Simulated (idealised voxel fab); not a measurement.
Name of the process module below: voxel self aligned contacts
Square cells of 5 nm make up the cross-section cut, whose width is 195 nm.
If you're reading a cross-section in this doc, picture square cells in a grid; it comes to you as bands, top ones listed first down to the bottom, and a band can be one or more rows of cells.
A band entry consists of two parts. The first gives the height of the band's top and the height of its bottom, in nm. The rest lists the band's materials from left to right, each with its width in nm. A single material labelled with the word "all across" fills the band from edge to edge, and the word "blank" marks empty space.
The level at which height equals 0 is the one under which the wafer, as it arrives, is entirely one material. No lower edge exists for the bottom band, which continues downward and is notated as in "0..down".
With a width like "30 to 40", each row of cells in the band differs from the next by the same amount, the top row carrying the first number and the bottom row the second.
Reading "changes: none" for a step: not a cell of the cross-section changed in it.
Empty spaces without an open route to the top, at least 8 cells in extent, make up the entry "Closed cavity list"; each is given as width x height at distance, where the distance is measured from the left edge, and all are in nm.
The remark found on a step's line after its settings is issued by the simulator itself and pertains to that step.
overlay nm, on a step with a mask: how far to the right of its planned place the mask lay; to the left if negative

-- The planned process steps are enumerated hereunder
- 1: RECEIVE (material Si)
- 2: CONFORMAL_DEP (material SiO2; thk nm 5)
- 3: DIRECTIONAL_DEP (material polySi; thk nm 30)
- 4: DIRECTIONAL_DEP (material SiN; thk nm 15)
- 5: PATTERN (tone cover; mask id GATE; material resist; width nm 30; pitch nm 65; thk nm 15; overlay nm 0)
- 6: DIRECTIONAL_ETCH (etch materials SiN; depth nm 15)
- 7: DIRECTIONAL_ETCH (etch materials polySi; depth nm 30)
- 8: STRIP (etch materials resist)
- 9: CONFORMAL_DEP (material SiN; thk nm 5)
- 10: DIRECTIONAL_ETCH (etch materials SiN; depth nm 5)
- 11: FILL_DEP (material SiO2; thk nm 15)
- 12: CMP (height nm 60)
- 13: MASKED_ETCH (tone open; mask id CONTACT; width nm 45; pitch nm 65; etch materials SiO2; depth nm 60; overlay nm 0)
- 14: CONFORMAL_DEP (material TiN; thk nm 5)
- 15: FILL_DEP (material Ru; thk nm 5)
- 16: CMP (height nm 60)
- 17: CONFORMAL_DEP (material SiCN; thk nm 5)

-- Wafer at receipt (post step 1), cross-section
- 0..down = Si all across
- Closed cavity list: none

-- Run as planned - first of the two wafers cross-sectioned at the end of the module
- 65..60 = SiCN all across
- 60..50 = 40 SiO2, 5 to 15 TiN, 35 to 15 Ru, 5 to 15 TiN, 20 SiO2, 5 to 15 TiN, 35 to 15 Ru, 5 to 15 TiN, 45 SiO2
- 50..35 = 10 SiO2, 40 SiN, 5 TiN, 15 Ru, 5 TiN, 40 SiN, 5 TiN, 15 Ru, 5 TiN, 40 SiN, 15 SiO2
- 35..5 = 10 SiO2, 5 SiN, 30 polySi, 5 SiN, 5 TiN, 15 Ru, 5 TiN, 5 SiN, 30 polySi, 5 SiN, 5 TiN, 15 Ru, 5 TiN, 5 SiN, 30 polySi, 5 SiN, 15 SiO2
- 5..0 = 50 SiO2, 25 TiN, 40 SiO2, 25 TiN, 55 SiO2
- 0..down = Si all across
- Closed cavity list: none

-- Second wafer through the module, sectioned at the end: same beginning and same plan as the first wafer, with one mistake in carrying it out
- 65..60 = SiCN all across
- 60..50 = 40 SiO2, 5 TiN, 35 Ru, 5 TiN, 20 SiO2, 5 TiN, 35 Ru, 5 TiN, 45 SiO2
- 50..45 = 40 SiO2, 15 TiN, 15 Ru, 15 TiN, 20 SiO2, 15 TiN, 15 Ru, 15 TiN, 45 SiO2
- 45..30 = 10 SiO2, 40 SiN, 5 TiN, 15 Ru, 5 TiN, 40 SiN, 5 TiN, 15 Ru, 5 TiN, 40 SiN, 15 SiO2
- 30..5 = 10 SiO2, 5 SiN, 30 polySi, 5 SiN, 5 TiN, 15 Ru, 5 TiN, 5 SiN, 30 polySi, 5 SiN, 5 TiN, 15 Ru, 5 TiN, 5 SiN, 30 polySi, 5 SiN, 15 SiO2
- 5..0 = 10 SiO2, 5 SiN, 30 polySi, 5 SiN, 25 TiN, 5 SiN, 30 polySi, 5 SiN, 25 TiN, 5 SiN, 30 polySi, 5 SiN, 15 SiO2
- 0..down = Si all across
- Closed cavity list: none
Misprocessing identified: step 2 of the plan: omitted, not performed
Upon completion, the second wafer contains, in terms of cells, a greater or smaller amount of certain materials than the first wafer: +8 Ru; -8 SiO2
